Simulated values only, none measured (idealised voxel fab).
Module name: voxel fin reveal (process module)
The cross-section on display is named cut; it measures 210 nm wide, and its cells are 5 nm squares.
Notation: cross-section as square-cell grid; stated in bands, top first, going down; one or more cell rows per band. Band: top height; bottom height; in nm. Then, left to right: material with width in nm, for each material. "everywhere": a single material spanning edge to edge. "empty": empty space. A quick word on heights: they are counted from 0, and under that level the wafer as it came to us is one material throughout. The lowest band is different from the rest in having no bottom; it simply continues downward, written as in "0..down". Quick explanation for "30..40": the width changes in equal steps down the rows of cells, from the first number in the band's top row to the second number in its bottom row. What does "nothing was modified" mean for a step? It means no cell of the cross-section changed in that step. "Closed cavities" lists enclosed empty spaces (at least 8 cells, no open path upward to the top), each as width x height at distance from the left edge, in nm. On each step's line, the part that comes after the settings is the simulator's own comment on the step. overlay nm: how far to the right of its planned place the mask lay on this masked step (negative: to the left).

Steps in the process plan:
1 RECEIVE | material Si
2 CONFORMAL_DEP | material SiN | thk nm 10
3 DIRECTIONAL_DEP | material aC | thk nm 15
4 PATTERN | tone cover | mask id FINS | material resist | width nm 15 | pitch nm 40 | thk nm 35 | overlay nm 0
5 DIRECTIONAL_ETCH | etch materials aC | depth nm 15
6 STRIP | etch materials resist
7 DIRECTIONAL_ETCH | etch materials SiN | depth nm 10
8 DIRECTIONAL_ETCH | etch materials Si | depth nm 35
9 STRIP | etch materials aC
10 FILL_DEP | material SiO2 | thk nm 5
11 CMP | height nm 10
12 SELECTIVE_ETCH | etch materials SiO2 | depth nm 30
13 STRIP | etch materials SiN
14 CONFORMAL_DEP | material SiO2 | thk nm 5

Of two wafers, the first: run according to plan:

Delivered wafer in cross-section: state after step 1:
    0..down  Si everywhere
    Closed cavities: none

The wafer, seen in cross-section, after step 2:
    10..0  SiN everywhere
    Unchanged below 0.

The wafer, seen in cross-section, after step 3:
    25..10  aC everywhere
    Unchanged below 10.

The wafer, seen in cross-section, after step 4:
    60..25  empty: 55  resist: 15  empty: 25  resist: 15  empty: 25  resist: 15  empty: 60
    Unchanged below 25.

The wafer, seen in cross-section, after step 5:
    45..25  empty: 55  resist: 15  empty: 25  resist: 15  empty: 25  resist: 15  empty: 60
    25..10  empty: 55  aC: 15  empty: 25  aC: 15  empty: 25  aC: 15  empty: 60
    Unchanged below 10.

The wafer, seen in cross-section, after step 6:
    25..10  empty: 55  aC: 15  empty: 25  aC: 15  empty: 25  aC: 15  empty: 60
    Unchanged below 10.

The wafer, seen in cross-section, after step 7:
    25..10  empty: 55  aC: 15  empty: 25  aC: 15  empty: 25  aC: 15  empty: 60
    10..0  empty: 55  SiN: 15  empty: 25  SiN: 15  empty: 25  SiN: 15  empty: 60
    Unchanged below 0.

The wafer, seen in cross-section, after step 8:
    25..10  empty: 55  aC: 15  empty: 25  aC: 15  empty: 25  aC: 15  empty: 60
    10..0  empty: 55  SiN: 15  empty: 25  SiN: 15  empty: 25  SiN: 15  empty: 60
    0..-35  empty: 55  Si: 15  empty: 25  Si: 15  empty: 25  Si: 15  empty: 60
    Unchanged below -35.

The wafer, seen in cross-section, after step 9:
    10..0  empty: 55  SiN: 15  empty: 25  SiN: 15  empty: 25  SiN: 15  empty: 60
    Unchanged below 0.

The wafer, seen in cross-section, after step 10:
    15..10  SiO2 everywhere
    10..0  SiO2: 55  SiN: 15  SiO2: 25  SiN: 15  SiO2: 25  SiN: 15  SiO2: 60
    0..-35  SiO2: 55  Si: 15  SiO2: 25  Si: 15  SiO2: 25  Si: 15  SiO2: 60
    Unchanged below -35.

The wafer, seen in cross-section, after step 11:
    10..0  SiO2: 55  SiN: 15  SiO2: 25  SiN: 15  SiO2: 25  SiN: 15  SiO2: 60
    Unchanged below 0.

The wafer, seen in cross-section, after step 12:
    10..0  empty: 55  SiN: 15  empty: 25  SiN: 15  empty: 25  SiN: 15  empty: 60
    0..-20  empty: 55  Si: 15  empty: 25  Si: 15  empty: 25  Si: 15  empty: 60
    Unchanged below -20.

The wafer, seen in cross-section, after step 13:
    0..-20  empty: 55  Si: 15  empty: 25  Si: 15  empty: 25  Si: 15  empty: 60
    Unchanged below -20.

The wafer, seen in cross-section, after step 14:
    5..0  empty: 50  SiO2: 25  empty: 15  SiO2: 25  empty: 15  SiO2: 25  empty: 55
    0..-15  empty: 50  SiO2: 5  Si: 15  SiO2: 5  empty: 15  SiO2: 5  Si: 15  SiO2: 5  empty: 15  SiO2: 5  Si: 15  SiO2: 5  empty: 55
    -15..-35  SiO2: 55  Si: 15  SiO2: 25  Si: 15  SiO2: 25  Si: 15  SiO2: 60
    Unchanged below -35.

The second wafer: identical to the first at the outset and in its planned sequence, differing only in that one mistake was made during processing; up to and including step 3, its path is the first wafer's path:

Cross-section, second wafer, at the end time the plan gives for step 4:
    60..25  empty: 50  resist: 15  empty: 25  resist: 15  empty: 25  resist: 15  empty: 65
    Unchanged below 25.

Cross-section, second wafer, at the end time the plan gives for step 5:
    45..25  empty: 50  resist: 15  empty: 25  resist: 15  empty: 25  resist: 15  empty: 65
    25..10  empty: 50  aC: 15  empty: 25  aC: 15  empty: 25  aC: 15  empty: 65
    Unchanged below 10.

Cross-section, second wafer, at the end time the plan gives for step 6:
    25..10  empty: 50  aC: 15  empty: 25  aC: 15  empty: 25  aC: 15  empty: 65
    Unchanged below 10.

Cross-section, second wafer, at the end time the plan gives for step 7:
    25..10  empty: 50  aC: 15  empty: 25  aC: 15  empty: 25  aC: 15  empty: 65
    10..0  empty: 50  SiN: 15  empty: 25  SiN: 15  empty: 25  SiN: 15  empty: 65
    Unchanged below 0.

Cross-section, second wafer, at the end time the plan gives for step 8:
    25..10  empty: 50  aC: 15  empty: 25  aC: 15  empty: 25  aC: 15  empty: 65
    10..0  empty: 50  SiN: 15  empty: 25  SiN: 15  empty: 25  SiN: 15  empty: 65
    0..-35  empty: 50  Si: 15  empty: 25  Si: 15  empty: 25  Si: 15  empty: 65
    Unchanged below -35.

Cross-section, second wafer, at the end time the plan gives for step 9:
    10..0  empty: 50  SiN: 15  empty: 25  SiN: 15  empty: 25  SiN: 15  empty: 65
    Unchanged below 0.

Cross-section, second wafer, at the end time the plan gives for step 10:
    15..10  SiO2 everywhere
    10..0  SiO2: 50  SiN: 15  SiO2: 25  SiN: 15  SiO2: 25  SiN: 15  SiO2: 65
    0..-35  SiO2: 50  Si: 15  SiO2: 25  Si: 15  SiO2: 25  Si: 15  SiO2: 65
    Unchanged below -35.

Cross-section, second wafer, at the end time the plan gives for step 11:
    10..0  SiO2: 50  SiN: 15  SiO2: 25  SiN: 15  SiO2: 25  SiN: 15  SiO2: 65
    Unchanged below 0.

Cross-section, second wafer, at the end time the plan gives for step 12:
    10..0  empty: 50  SiN: 15  empty: 25  SiN: 15  empty: 25  SiN: 15  empty: 65
    0..-20  empty: 50  Si: 15  empty: 25  Si: 15  empty: 25  Si: 15  empty: 65
    Unchanged below -20.

Cross-section, second wafer, at the end time the plan gives for step 13:
    0..-20  empty: 50  Si: 15  empty: 25  Si: 15  empty: 25  Si: 15  empty: 65
    Unchanged below -20.

Cross-section, second wafer, at the end time the plan gives for step 14:
    5..0  empty: 45  SiO2: 25  empty: 15  SiO2: 25  empty: 15  SiO2: 25  empty: 60
    0..-15  empty: 45  SiO2: 5  Si: 15  SiO2: 5  empty: 15  SiO2: 5  Si: 15  SiO2: 5  empty: 15  SiO2: 5  Si: 15  SiO2: 5  empty: 60
    -15..-35  SiO2: 50  Si: 15  SiO2: 25  Si: 15  SiO2: 25  Si: 15  SiO2: 65
    Unchanged below -35.
Short version of what went wrong: step 4 was processed under conditions differing from the plan, specifically as PATTERN | tone cover | mask id FINS | material resist | width nm 15 | pitch nm 40 | thk nm 35 | overlay nm -5
The two final wafers agree on how many cells each material fills and disagree on which cells those are.
